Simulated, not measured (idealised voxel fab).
This section sets out a process module, namely voxel transistor to metal.
The cross-section on display is named cut; it measures 185 nm wide, and its cells are 5 nm squares.
A cross-section in this document is a grid of square cells, and it is written down as bands, the top band listed before the ones below it; a band is made up of one or more rows of cells.
Top height, bottom height, nm. Materials left to right, width each, nm. Single material + "all across" = fills band edge to edge. "blank" = empty.
Measure heights from 0. That's the level where, below it, the as-received wafer is all one material. The lowest band is bottomless and extends downward; write it as in "0..down".
A two-number width, for instance "30->40", indicates that the width is equal to the first number in the top row of the band and to the second number in the bottom row, and that it changes by a constant amount per row of cells.
It should be understood that the words "remained the same", when stated for a given step, signify that the cross-section underwent no change in any of its cells during that step.
"Fully sealed voids" specifies each empty space that is not open to the top and that occupies no fewer than 8 cells, using the form width x height at distance, the distance measured from the left edge and all three quantities in nm.
Whatever follows a step's settings on its line is a remark the simulator itself makes about that step.
The optional step-line setting "overlay nm" applies to steps with a mask and quantifies how far to the right of its planned location the mask lay, a negative value indicating leftward placement.
### List of planned process steps
1: RECEIVE with material Si
2: CONFORMAL_DEP with material SiO2, thk nm 5
3: CONFORMAL_DEP with material SiN, thk nm 15
4: PATTERN with tone cover, mask id ACTIVE, material resist, width nm 105, thk nm 20, overlay nm 0
5: DIRECTIONAL_ETCH with etch materials SiN, depth nm 15
6: DIRECTIONAL_ETCH with etch materials SiO2, depth nm 5
7: DIRECTIONAL_ETCH with etch materials Si, depth nm 30
8: STRIP with etch materials resist
9: FILL_DEP with material SiO2, thk nm 5
10: CMP with height nm 20
11: SELECTIVE_ETCH with etch materials SiO2, depth nm 5
12: STRIP with etch materials SiN
13: SELECTIVE_ETCH with etch materials SiO2, depth nm 5
14: OXIDIZE with depth nm 5
15: DIRECTIONAL_DEP with material polySi, thk nm 30
16: DIRECTIONAL_DEP with material SiCN, thk nm 10
17: PATTERN with tone cover, mask id GATE, material resist, width nm 25, thk nm 20, overlay nm 0
18: DIRECTIONAL_ETCH with etch materials SiCN, depth nm 20
19: DIRECTIONAL_ETCH with etch materials polySi, depth nm 40
20: STRIP with etch materials resist
21: CONFORMAL_DEP with material SiN, thk nm 10
22: DIRECTIONAL_ETCH with etch materials SiN, depth nm 10
23: DIRECTIONAL_ETCH with etch materials SiO2, depth nm 5
24: DIRECTIONAL_ETCH with etch materials Si, depth nm 10
25: EPI with material nSi, thk nm 10
26: FILL_DEP with material SiO2, thk nm 10
27: CMP with height nm 40
28: DIRECTIONAL_DEP with material SiO2, thk nm 15
29: PATTERN with tone open, mask id CONTACT, material resist, width nm 20, pitch nm 75, thk nm 15, overlay nm -15
30: DIRECTIONAL_ETCH with etch materials SiO2, depth nm 60
31: STRIP with etch materials resist
32: CONFORMAL_DEP with material TiN, thk nm 5
33: FILL_DEP with material Ru, thk nm 5
34: CMP with height nm 55
35: DIRECTIONAL_DEP with material TiN, thk nm 5
36: DIRECTIONAL_DEP with material W, thk nm 20
37: MASKED_ETCH with tone cover, mask id METAL_1, width nm 20, pitch nm 75, etch materials W, depth nm 20, overlay nm 0
38: MASKED_ETCH with tone cover, mask id METAL_1, width nm 20, pitch nm 75, etch materials TiN, depth nm 5, overlay nm 0
39: CONFORMAL_DEP with material SiCN, thk nm 5
40: FILL_DEP with material SiO2, thk nm 5
41: CMP with height nm 80
42: CONFORMAL_DEP with material SiCN, thk nm 5
Every wafer here starts from the same state; it is the step 29 overlay nm that distinguishes them, and the value the plan gives belongs to the first wafer.
### Cross-section of the first of several received wafers, showing its state after step 1
  0..down: Si all across
  Fully sealed voids: none
### Per-wafer rows below. For each material: cells gained (+) or lost (-) since the wafer was received, as of end of module. Then: closed voids
overlay nm -15, +20 Ru, -137 Si, +92 SiCN, +40 SiN, +462 SiO2, +54 TiN, +32 W, +36 nSi, +30 polySi, Fully sealed voids: none
overlay nm -10, +27 Ru, -137 Si, +92 SiCN, +40 SiN, +455 SiO2, +54 TiN, +32 W, +36 nSi, +30 polySi, Fully sealed voids: none
overlay nm -5, +35 Ru, -137 Si, +92 SiCN, +40 SiN, +445 SiO2, +56 TiN, +32 W, +36 nSi, +30 polySi, Fully sealed voids: none
overlay nm 0, +36 Ru, -137 Si, +92 SiCN, +40 SiN, +444 SiO2, +56 TiN, +32 W, +36 nSi, +30 polySi, Fully sealed voids: none
overlay nm 5, +35 Ru, -137 Si, +92 SiCN, +40 SiN, +445 SiO2, +56 TiN, +32 W, +36 nSi, +30 polySi, Fully sealed voids: none
overlay nm 10, +27 Ru, -137 Si, +92 SiCN, +40 SiN, +455 SiO2, +54 TiN, +32 W, +36 nSi, +30 polySi, Fully sealed voids: none
overlay nm 15, +20 Ru, -137 Si, +92 SiCN, +40 SiN, +462 SiO2, +54 TiN, +32 W, +36 nSi, +30 polySi, Fully sealed voids: none
